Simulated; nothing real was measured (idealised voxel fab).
process module | voxel self aligned vias
cross-section cut | 225 nm wide | cells 5 nm
A cross-section is a grid of square cells, given in bands from the top down. A band is one or more rows of cells.
Each band's line starts with the height of the band's top and of its bottom, in nm. Then come its materials from left to right, each with its width in nm. One material with "throughout" fills the band from edge to edge. "air" is empty space.
Height 0 is the level under which the wafer as received is all one material. The lowest band goes on downwards, as in "0 down".
A width such as "30 to 40" changes by the same amount from each row of cells to the next, from the band's top row to its bottom row.
"no change" after a step means that no cell of the cross-section changed.
closed voids: empty space of 8 cells or more with no open way to the top, each as width x height at its distance from the left edge, in nm
after a step's settings: what the simulator itself notes on the step
overlay nm, on a step with a mask: how far to the right of its planned place the mask lay; to the left if negative
plan
1 op RECEIVE | material Si
2 op CONFORMAL_DEP | material SiO2 | thk nm 10
3 op CONFORMAL_DEP | material SiCN | thk nm 5
4 op DIRECTIONAL_DEP | material lowk | thk nm 20
5 op MASKED_ETCH | tone open | mask id LINES | width nm 30 | pitch nm 70 | etch materials lowk | depth nm 20 | overlay nm 0
6 op CONFORMAL_DEP | material TiN | thk nm 5
7 op FILL_DEP | material W | thk nm 5
8 op CMP | height nm 35
9 op SELECTIVE_ETCH | etch materials W Ru TiN | depth nm 5
10 op FILL_DEP | material SiN | thk nm 10
11 op CMP | height nm 35
12 op DIRECTIONAL_DEP | material lowk | thk nm 15
13 op DIRECTIONAL_DEP | material aC | thk nm 15
14 op PATTERN | tone open | mask id VIAS | material resist | width nm 40 | pitch nm 70 | thk nm 35 | overlay nm 0
15 op DIRECTIONAL_ETCH | etch materials aC | depth nm 15
16 op STRIP | etch materials resist
17 op DIRECTIONAL_ETCH | etch materials lowk | depth nm 15
18 op DIRECTIONAL_ETCH | etch materials SiN | depth nm 5
19 op STRIP | etch materials aC
20 op CONFORMAL_DEP | material TiN | thk nm 5
21 op FILL_DEP | material Ru | thk nm 10
22 op CMP | height nm 50
23 op CONFORMAL_DEP | material SiN | thk nm 5
as received, after step 1
  0 down: Si throughout
  closed voids: none
first wafer at the end, as planned
  55 to 50: SiN throughout
  50 to 40: lowk 20 | TiN 5 | Ru 30 | TiN 5 | lowk 30 | TiN 5 | Ru 30 | TiN 5 | lowk 30 | TiN 5 | Ru 30 | TiN 5 | lowk 25
  40 to 35: lowk 20 | TiN 10 | Ru 20 | TiN 10 | lowk 30 | TiN 10 | Ru 20 | TiN 10 | lowk 30 | TiN 10 | Ru 20 | TiN 10 | lowk 25
  35 to 30: lowk 25 | TiN 30 | lowk 40 | TiN 30 | lowk 40 | TiN 30 | lowk 30
  30 to 20: lowk 25 | TiN 5 | W 20 | TiN 5 | lowk 40 | TiN 5 | W 20 | TiN 5 | lowk 40 | TiN 5 | W 20 | TiN 5 | lowk 30
  20 to 15: lowk 25 | TiN 30 | lowk 40 | TiN 30 | lowk 40 | TiN 30 | lowk 30
  15 to 10: SiCN throughout
  10 to 0: SiO2 throughout
  0 down: Si throughout
  closed voids: none
second wafer at the end: like start, like plan, one mistake
  55 to 50: SiN throughout
  50 to 35: lowk 25 | TiN 5 | Ru 20 | TiN 5 | lowk 40 | TiN 5 | Ru 20 | TiN 5 | lowk 40 | TiN 5 | Ru 20 | TiN 5 | lowk 30
  35 to 30: lowk 25 | TiN 30 | lowk 40 | TiN 30 | lowk 40 | TiN 30 | lowk 30
  30 to 20: lowk 25 | TiN 5 | W 20 | TiN 5 | lowk 40 | TiN 5 | W 20 | TiN 5 | lowk 40 | TiN 5 | W 20 | TiN 5 | lowk 30
  20 to 15: lowk 25 | TiN 30 | lowk 40 | TiN 30 | lowk 40 | TiN 30 | lowk 30
  15 to 10: SiCN throughout
  10 to 0: SiO2 throughout
  0 down: Si throughout
  closed voids: none
what went wrong: step 14 ran as: op PATTERN | tone open | mask id VIAS | material resist | width nm 30 | pitch nm 70 | thk nm 35 | overlay nm 0
at the end the second wafer has, in cells: 12 fewer of Ru | 6 fewer of TiN | 18 more of lowk
